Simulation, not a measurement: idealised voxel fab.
voxel lift off: a process module
155 nm wide, 5 nm square cells: that's cross-section cut.
Cross-sections here: square-cell grids, written as top-down lists of bands, a band being one or more rows of cells.
What a band's entry tells you: where the top is and where the bottom is, as heights in nm, and after that what lies inside, material by material from left to right, each with its width in nm. Empty space is written as the word "empty", and a single material marked with the word "edge to edge" occupies the band from edge to edge.
Height 0 is the level under which the wafer as received is all one material. The lowest band goes on downwards, as in "0 -> down".
Quick explanation for "30..40": the width changes in equal steps down the rows of cells, from the first number in the band's top row to the second number in its bottom row.
When a step is marked "nothing different", none of the cells in the cross-section changed during that step.
Listed in "Enclosed cavity list": every empty space of 8 or more cells without an open way to the top. Form: width x height at distance, the distance being from the left edge, all in nm.
Note: text after step settings on the step line = simulator remark on that step.
If you see "overlay nm" on a step's line and that step has a mask, it's telling you how far right of where it was planned the mask ended up; a negative number means it went left instead.

Below is the list of planned process steps:
1: RECEIVE with material Si
2: CONFORMAL_DEP with material Al2O3, thk nm 15
3: PATTERN with tone open, mask id LINES, material resist, width nm 15, pitch nm 40, thk nm 25, overlay nm 0
4: DIRECTIONAL_DEP with material Ru, thk nm 15
5: STRIP with etch materials resist
6: CONFORMAL_DEP with material SiO2, thk nm 5
Every wafer here starts from the same state; it is the step 3 width nm that distinguishes them, and the value the plan gives belongs to the first wafer.

Cross-section of the first of several received wafers, showing its state after step 1:
0 -> down  Si edge to edge
Enclosed cavity list: none

Here's the first of several wafers in cross-section, end of the module, after the last step, step 6:
35 -> 30  empty=25 | SiO2=25 | empty=15 | SiO2=25 | empty=15 | SiO2=25 | empty=25
30 -> 20  empty=25 | SiO2=5 | Ru=15 | SiO2=5 | empty=15 | SiO2=5 | Ru=15 | SiO2=5 | empty=15 | SiO2=5 | Ru=15 | SiO2=5 | empty=25
20 -> 15  SiO2=30 | Ru=15 | SiO2=25 | Ru=15 | SiO2=25 | Ru=15 | SiO2=30
15 -> 0  Al2O3 edge to edge
0 -> down  Si edge to edge
Enclosed cavity list: none

Here we cross-sectioned the last of the wafers once the module was done:
35 -> 30  empty=20 | SiO2=35 | empty=5 | SiO2=35 | empty=5 | SiO2=35 | empty=20
30 -> 20  empty=20 | SiO2=5 | Ru=25 | SiO2=5 | empty=5 | SiO2=5 | Ru=25 | SiO2=5 | empty=5 | SiO2=5 | Ru=25 | SiO2=5 | empty=20
20 -> 15  SiO2=25 | Ru=25 | SiO2=15 | Ru=25 | SiO2=15 | Ru=25 | SiO2=25
15 -> 0  Al2O3 edge to edge
0 -> down  Si edge to edge
Enclosed cavity list: none

The following table contains a row per wafer, in which are reported, at the conclusion of the module, the cells of each material gained (+) or lost (-) since the wafer's receipt, with its closed voids given thereafter:
width nm 15; +93 Al2O3; +27 Ru; +49 SiO2; Enclosed cavity list: none
width nm 20; +93 Al2O3; +36 Ru; +49 SiO2; Enclosed cavity list: none
width nm 25; +93 Al2O3; +45 Ru; +49 SiO2; Enclosed cavity list: none
